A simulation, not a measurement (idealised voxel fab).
You're looking at the process module voxel capacitor over wiring.
Pictured: cross-section cut, 290 nm wide, on a grid of 5 nm square cells.
A cross-section is written here as square cells arranged in a grid, and it is given in bands from the top down, each band taking up one or more rows of cells.
Read a band's entry like this: the first values are the height of its top and the height of its bottom in nm, and what follows is the sequence of materials from left to right, each with its width in nm. Note that "blank" is empty space, and that a single material marked "all across" reaches across the band from edge to edge.
Below 0: as-received wafer, all one material; heights counted from there. Lowest band: no bottom, goes on down, written "0 nm and below".
The expression "30 to 40" gives the width at the extremes of the band, the first number at its top row of cells and the second at its bottom row, with the width changing by equal amounts from each row to the next in between.
The designation "nothing different", where it is given for a processing step, indicates that no cell of the cross-section was altered in the course of that step.
Empty spaces counting at least 8 cells and having no open way to the top are listed in "Entrapped voids". The notation width x height at distance is used for each, the distance being from the left edge and all three values in nm.
The remark found on a step's line after its settings is issued by the simulator itself and pertains to that step.
On any step carrying a mask, the "overlay nm" setting, if present on the step's line, tells how far right of its planned place the mask lay; negative values point to the left.
Listed below are the process steps as planned
1,RECEIVE, material Si
2,CONFORMAL_DEP, material SiO2, thk nm 10
3,CONFORMAL_DEP, material SiCN, thk nm 5
4,DIRECTIONAL_DEP, material SiO2, thk nm 20
5,MASKED_ETCH, tone open, mask id METAL_1, width nm 20, pitch nm 80, etch materials SiO2, depth nm 20, overlay nm 0
6,MASKED_ETCH, tone open, mask id METAL_1, width nm 20, pitch nm 80, etch materials SiCN, depth nm 5, overlay nm 0
7,CONFORMAL_DEP, material TiN, thk nm 5
8,FILL_DEP, material Cu, thk nm 5
9,CMP, height nm 35
10,EPI, material Ru, thk nm 5
11,FILL_DEP, material SiCN, thk nm 5
12,DIRECTIONAL_DEP, material lowk, thk nm 10
13,MASKED_ETCH, tone open, mask id PLUG_1, width nm 15, etch materials lowk, depth nm 10, overlay nm 0
14,MASKED_ETCH, tone open, mask id PLUG_1, width nm 15, etch materials SiCN, depth nm 5, overlay nm 0
15,CONFORMAL_DEP, material TiN, thk nm 5
16,FILL_DEP, material Ru, thk nm 5
17,CMP, height nm 55
18,DIRECTIONAL_DEP, material TiN, thk nm 5
19,DIRECTIONAL_DEP, material Al2O3, thk nm 5
20,DIRECTIONAL_DEP, material TiN, thk nm 5
21,MASKED_ETCH, tone cover, mask id UPPER_PLATE, width nm 65, etch materials TiN, depth nm 5, overlay nm 0
22,MASKED_ETCH, tone cover, mask id UPPER_PLATE, width nm 65, etch materials Al2O3, depth nm 5, overlay nm 0
23,MASKED_ETCH, tone cover, mask id LOWER_PLATE, width nm 75, etch materials TiN, depth nm 5, overlay nm 0
24,FILL_DEP, material SiO2, thk nm 15
25,CMP, height nm 80
26,MASKED_ETCH, tone open, mask id PLUG_2, width nm 15, etch materials SiO2, depth nm 10, overlay nm 0
27,CONFORMAL_DEP, material TiN, thk nm 5
28,FILL_DEP, material Cu, thk nm 5
29,CMP, height nm 80
30,CONFORMAL_DEP, material SiN, thk nm 5
Received-state cross-section, reflecting completion of step 1
> 0 nm and below  Si all across
> Entrapped voids: none
One mistake in running the module, otherwise start and plan as above: cross-section at the end
> 85 nm to 80 nm  SiN all across
> 80 nm to 75 nm  SiO2 110 | TiN 5 | Cu 5 | TiN 5 | SiO2 165
> 75 nm to 65 nm  SiO2 110 to 105 | TiN 15 to 55 | SiO2 165 to 130
> 65 nm to 60 nm  SiO2 100 | Al2O3 65 | SiO2 125
> 60 nm to 55 nm  SiO2 95 | TiN 75 | SiO2 120
> 55 nm to 45 nm  lowk 100 | TiN 5 | Ru 5 | TiN 5 | lowk 175
> 45 nm to 40 nm  SiCN 100 | TiN 15 | SiCN 175
> 40 nm to 35 nm  SiCN 90 | Ru 30 | SiCN 50 | Ru 30 | SiCN 90
> 35 nm to 15 nm  SiO2 95 | TiN 5 | Cu 10 | TiN 5 | SiO2 60 | TiN 5 | Cu 10 | TiN 5 | SiO2 95
> 15 nm to 10 nm  SiCN 95 | TiN 20 | SiCN 60 | TiN 20 | SiCN 95
> 10 nm to 0 nm  SiO2 all across
> 0 nm and below  Si all across
> Entrapped voids: none
What was done differently from what was planned? step 21 was run on a setting that differed from the plan, and what really ran there is MASKED_ETCH, tone cover, mask id UPPER_PLATE, width nm 55, etch materials TiN, depth nm 5, overlay nm 0
